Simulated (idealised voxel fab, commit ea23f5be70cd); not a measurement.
Process module name: voxel capacitor over wiring
Square cells of 5 nm make up the cross-section cut, whose width is 300 nm.
If you're reading a cross-section in this doc, picture square cells in a grid; it comes to you as bands, top ones listed first down to the bottom, and a band can be one or more rows of cells.
The entry gives the band's vertical extent as a top height and a bottom height in nm, then its horizontal make-up as materials from left to right, each with a width in nm. "blank" stands for empty space; a single material marked "full width" fills the band edge to edge.
Heights are reckoned from 0. Under this level, the received wafer is all of one material. The bottommost band is open-ended downward, for example "from 0 down".
It should be noted that a width expressed as "30..40" varies in equal increments from row to row of cells within the band, taking the value of the first number at the top row and that of the second number at the bottom row.
"no alterations made" means the step left every cell of the cross-section as it was.
"closed voids": sealed empty spaces, 8 cells or more, no open way to top, listed width x height at distance, with distance from the left edge and width, height and distance in nm.
Whatever follows a step's settings on its line is a remark the simulator itself makes about that step.
"overlay nm" denotes, for a step that has a mask, the displacement of the mask to the right of its planned place, with negative values corresponding to the left.

# Process steps foreseen in the plan
1 RECEIVE [material Si]
2 CONFORMAL_DEP [material SiO2] [thk nm 15]
3 DIRECTIONAL_DEP [material TiN] [thk nm 5]
4 DIRECTIONAL_DEP [material Ru] [thk nm 20]
5 DIRECTIONAL_DEP [material aC] [thk nm 15]
6 PATTERN [tone cover] [mask id METAL_1] [material resist] [width nm 25] [pitch nm 90] [thk nm 35] [overlay nm 0]
7 DIRECTIONAL_ETCH [etch materials aC] [depth nm 15]
8 STRIP [etch materials resist]
9 DIRECTIONAL_ETCH [etch materials Ru] [depth nm 20]
10 DIRECTIONAL_ETCH [etch materials TiN] [depth nm 5]
11 STRIP [etch materials aC]
12 FILL_DEP [material lowk] [thk nm 10]
13 CMP [height nm 40]
14 CONFORMAL_DEP [material SiCN] [thk nm 5]
15 DIRECTIONAL_DEP [material lowk] [thk nm 20]
16 PATTERN [tone open] [mask id PLUG_1] [material resist] [width nm 15] [thk nm 20] [overlay nm 0]
17 DIRECTIONAL_ETCH [etch materials lowk] [depth nm 20]
18 DIRECTIONAL_ETCH [etch materials SiCN] [depth nm 5]
19 STRIP [etch materials resist]
20 CONFORMAL_DEP [material TiN] [thk nm 5]
21 FILL_DEP [material W] [thk nm 10]
22 CMP [height nm 65]
23 DIRECTIONAL_DEP [material TiN] [thk nm 5]
24 DIRECTIONAL_DEP [material Al2O3] [thk nm 5]
25 DIRECTIONAL_DEP [material TiN] [thk nm 10]
26 DIRECTIONAL_DEP [material aC] [thk nm 15]
27 PATTERN [tone cover] [mask id UPPER_PLATE] [material resist] [width nm 70] [thk nm 30] [overlay nm 0]
28 DIRECTIONAL_ETCH [etch materials aC] [depth nm 15]
29 STRIP [etch materials resist]
30 DIRECTIONAL_ETCH [etch materials TiN] [depth nm 10]
31 DIRECTIONAL_ETCH [etch materials Al2O3] [depth nm 5]
32 STRIP [etch materials aC]
33 MASKED_ETCH [tone cover] [mask id LOWER_PLATE] [width nm 80] [etch materials TiN] [depth nm 5] [overlay nm 0]
34 FILL_DEP [material SiO2] [thk nm 20]
35 CMP [height nm 100]
36 PATTERN [tone open] [mask id PLUG_2] [material resist] [width nm 15] [thk nm 20] [overlay nm 0]
37 DIRECTIONAL_ETCH [etch materials SiO2] [depth nm 15]
38 STRIP [etch materials resist]
39 CONFORMAL_DEP [material TiN] [thk nm 5]
40 FILL_DEP [material Ru] [thk nm 5]
41 CMP [height nm 100]
42 CONFORMAL_DEP [material SiN] [thk nm 5]

# as received, after step 1
> from 0 down | Si full width
> closed voids: none

# Here's the cross-section of the first of our two wafers at the end of the module - it ran as planned
> from 105 to 100 | SiN full width
> from 100 to 90 | 110 SiO2  5 TiN  5 Ru  5 TiN  175 SiO2
> from 90 to 85 | 110 SiO2  15 TiN  175 SiO2
> from 85 to 75 | 100 SiO2  70 TiN  130 SiO2
> from 75 to 70 | 100 SiO2  70 Al2O3  130 SiO2
> from 70 to 65 | 95 SiO2  80 TiN  125 SiO2
> from 65 to 45 | 100 lowk  5 TiN  5 W  5 TiN  185 lowk
> from 45 to 40 | 100 SiCN  15 TiN  185 SiCN
> from 40 to 20 | 90 lowk  25 Ru  65 lowk  25 Ru  95 lowk
> from 20 to 15 | 90 lowk  25 TiN  65 lowk  25 TiN  95 lowk
> from 15 to 0 | SiO2 full width
> from 0 down | Si full width
> closed voids: none

# Cross-sectional image of the second wafer of the two following completion of the module. Starting state and process plan were the same as for the first wafer; one execution error occurred
> from 105 to 100 | SiN full width
> from 100 to 90 | 110 SiO2  5 TiN  5 Ru  5 TiN  175 SiO2
> from 90 to 85 | 110 SiO2  15 TiN  175 SiO2
> from 85 to 75 | 100 SiO2  70 TiN  130 SiO2
> from 75 to 70 | 100 SiO2  70 Al2O3  130 SiO2
> from 70 to 65 | 95 SiO2  80 TiN  125 SiO2
> from 65 to 45 | 100 lowk  5 TiN  5 W  5 TiN  185 lowk
> from 45 to 40 | 100 SiCN  15 TiN  185 SiCN
> from 40 to 20 | 85 lowk  25 Ru  65 lowk  25 Ru  100 lowk
> from 20 to 15 | 85 lowk  25 TiN  65 lowk  25 TiN  100 lowk
> from 15 to 0 | SiO2 full width
> from 0 down | Si full width
> closed voids: none
Want to know what went wrong? note that step 6 departed from the planned setting and was carried out as PATTERN [tone cover] [mask id METAL_1] [material resist] [width nm 25] [pitch nm 90] [thk nm 35] [overlay nm -5]
at the end the second wafer has, in cells: as many of each material as the first, in other places
